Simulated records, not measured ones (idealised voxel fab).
process module | voxel tone inversion
cross-section cut | 260 nm wide | cells 5 nm
A cross-section is a grid of square cells, given in bands from the top down. A band is one or more rows of cells.
Each band's line starts with the height of the band's top and of its bottom, in nm. Then come its materials from left to right, each with its width in nm. One material with "throughout" fills the band from edge to edge. "air" is empty space.
Height 0 is the level under which the wafer as received is all one material. The lowest band goes on downwards, as in "0 down".
A width such as "30 to 40" changes by the same amount from each row of cells to the next, from the band's top row to its bottom row.
"no change" after a step means that no cell of the cross-section changed.
closed voids: empty space of 8 cells or more with no open way to the top, each as width x height at its distance from the left edge, in nm
after a step's settings: what the simulator itself notes on the step
overlay nm, on a step with a mask: how far to the right of its planned place the mask lay; to the left if negative
plan
1 op RECEIVE | material Si
2 op CONFORMAL_DEP | material SiN | thk nm 10
3 op DIRECTIONAL_DEP | material aC | thk nm 25
4 op PATTERN | tone cover | mask id POSTS | material resist | width nm 25 | pitch nm 50 | thk nm 30 | overlay nm 0
5 op DIRECTIONAL_ETCH | etch materials aC | depth nm 25
6 op STRIP | etch materials resist
7 op FILL_DEP | material SiO2 | thk nm 5
8 op CMP | height nm 35
9 op STRIP | etch materials aC
as received, after step 1
  0 down: Si throughout
  closed voids: none
a wafer at the end: this start, this plan, one mistake
  35 to 10: SiO2 60 | air 25 | SiO2 25 | air 25 | SiO2 25 | air 25 | SiO2 75
  10 to 0: SiN throughout
  0 down: Si throughout
  closed voids: none
what went wrong: step 4 ran as: op PATTERN | tone cover | mask id POSTS | material resist | width nm 25 | pitch nm 50 | thk nm 30 | overlay nm -5
